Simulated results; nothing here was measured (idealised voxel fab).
process module | voxel capacitor over wiring
cross-section cut | 200 nm wide | cells 5 nm
A cross-section is a grid of square cells, given in bands from the top down. A band is one or more rows of cells.
Each band's line starts with the height of the band's top and of its bottom, in nm. Then come its materials from left to right, each with its width in nm. One material with "throughout" fills the band from edge to edge. "air" is empty space.
Height 0 is the level under which the wafer as received is all one material. The lowest band goes on downwards, as in "0 down".
A width such as "30 to 40" changes by the same amount from each row of cells to the next, from the band's top row to its bottom row.
"no change" after a step means that no cell of the cross-section changed.
closed voids: empty space of 8 cells or more with no open way to the top, each as width x height at its distance from the left edge, in nm
after a step's settings: what the simulator itself notes on the step
overlay nm, on a step with a mask: how far to the right of its planned place the mask lay; to the left if negative
plan
1 op RECEIVE | material Si
2 op CONFORMAL_DEP | material SiO2 | thk nm 10
3 op CONFORMAL_DEP | material SiCN | thk nm 5
4 op DIRECTIONAL_DEP | material SiO2 | thk nm 15
5 op MASKED_ETCH | tone open | mask id METAL_1 | width nm 20 | pitch nm 70 | etch materials SiO2 | depth nm 15 | overlay nm 0
6 op MASKED_ETCH | tone open | mask id METAL_1 | width nm 20 | pitch nm 70 | etch materials SiCN | depth nm 5 | overlay nm 0
7 op CONFORMAL_DEP | material TiN | thk nm 5
8 op FILL_DEP | material W | thk nm 10
9 op CMP | height nm 30
10 op CONFORMAL_DEP | material SiCN | thk nm 5
11 op DIRECTIONAL_DEP | material lowk | thk nm 20
12 op PATTERN | tone open | mask id PLUG_1 | material resist | width nm 15 | thk nm 20 | overlay nm 0
13 op DIRECTIONAL_ETCH | etch materials lowk | depth nm 20
14 op DIRECTIONAL_ETCH | etch materials SiCN | depth nm 5
15 op STRIP | etch materials resist
16 op CONFORMAL_DEP | material TiN | thk nm 5
17 op FILL_DEP | material Cu | thk nm 10
18 op CMP | height nm 55
19 op DIRECTIONAL_DEP | material TiN | thk nm 5
20 op DIRECTIONAL_DEP | material Al2O3 | thk nm 5
21 op DIRECTIONAL_DEP | material TiN | thk nm 10
22 op MASKED_ETCH | tone cover | mask id UPPER_PLATE | width nm 45 | etch materials TiN | depth nm 10 | overlay nm 0
23 op MASKED_ETCH | tone cover | mask id UPPER_PLATE | width nm 55 | etch materials Al2O3 | depth nm 5 | overlay nm 0
24 op MASKED_ETCH | tone cover | mask id LOWER_PLATE | width nm 65 | etch materials TiN | depth nm 5 | overlay nm 0
25 op FILL_DEP | material SiO2 | thk nm 15
26 op CMP | height nm 85
27 op MASKED_ETCH | tone open | mask id PLUG_2 | width nm 15 | etch materials SiO2 | depth nm 10 | overlay nm 0
28 op CONFORMAL_DEP | material TiN | thk nm 5
29 op FILL_DEP | material Cu | thk nm 10
30 op CMP | height nm 85
31 op CONFORMAL_DEP | material SiN | thk nm 5
varied across the wafers: width nm of step 22. The plan shows the first wafer's value. All wafers start alike
first wafer as received, after step 1
  0 down: Si throughout
  closed voids: none
first wafer at the end, after step 31
  90 to 85: SiN throughout
  85 to 80: SiO2 70 | TiN 5 | Cu 5 | TiN 5 | SiO2 115
  80 to 75: SiO2 70 | TiN 15 | SiO2 115
  75 to 65: SiO2 65 | TiN 45 | SiO2 90
  65 to 60: SiO2 60 | Al2O3 55 | SiO2 85
  60 to 55: SiO2 55 | TiN 65 | SiO2 80
  55 to 35: lowk 60 | TiN 5 | Cu 5 | TiN 5 | lowk 125
  35 to 30: SiCN 60 | TiN 15 | SiCN 125
  30 to 15: SiO2 55 | TiN 5 | W 10 | TiN 5 | SiO2 50 | TiN 5 | W 10 | TiN 5 | SiO2 55
  15 to 10: SiCN 55 | TiN 20 | SiCN 50 | TiN 20 | SiCN 55
  10 to 0: SiO2 throughout
  0 down: Si throughout
  closed voids: none
last wafer at the end
  90 to 85: SiN throughout
  85 to 80: SiO2 70 | TiN 5 | Cu 5 | TiN 5 | SiO2 115
  80 to 70: SiO2 70 to 55 | TiN 15 to 65 | SiO2 115 to 80
  70 to 65: SiO2 55 | TiN 70 | SiO2 75
  65 to 60: SiO2 55 | Al2O3 70 | SiO2 75
  60 to 55: SiO2 55 | TiN 70 | SiO2 75
  55 to 35: lowk 60 | TiN 5 | Cu 5 | TiN 5 | lowk 125
  35 to 30: SiCN 60 | TiN 15 | SiCN 125
  30 to 15: SiO2 55 | TiN 5 | W 10 | TiN 5 | SiO2 50 | TiN 5 | W 10 | TiN 5 | SiO2 55
  15 to 10: SiCN 55 | TiN 20 | SiCN 50 | TiN 20 | SiCN 55
  10 to 0: SiO2 throughout
  0 down: Si throughout
  closed voids: none
each wafer at the end: cells of each material gained (+) or lost (-) since it was received, then its closed voids
width nm 45 | +11 Al2O3 | +5 Cu | +69 SiCN | +40 SiN | +368 SiO2 | +67 TiN | +12 W | +148 lowk | closed voids: none
width nm 50 | +11 Al2O3 | +5 Cu | +69 SiCN | +40 SiN | +366 SiO2 | +69 TiN | +12 W | +148 lowk | closed voids: none
width nm 55 | +11 Al2O3 | +5 Cu | +69 SiCN | +40 SiN | +364 SiO2 | +71 TiN | +12 W | +148 lowk | closed voids: none
width nm 60 | +12 Al2O3 | +5 Cu | +69 SiCN | +40 SiN | +361 SiO2 | +73 TiN | +12 W | +148 lowk | closed voids: none
width nm 65 | +13 Al2O3 | +5 Cu | +69 SiCN | +40 SiN | +358 SiO2 | +75 TiN | +12 W | +148 lowk | closed voids: none
width nm 70 | +14 Al2O3 | +5 Cu | +69 SiCN | +40 SiN | +355 SiO2 | +77 TiN | +12 W | +148 lowk | closed voids: none
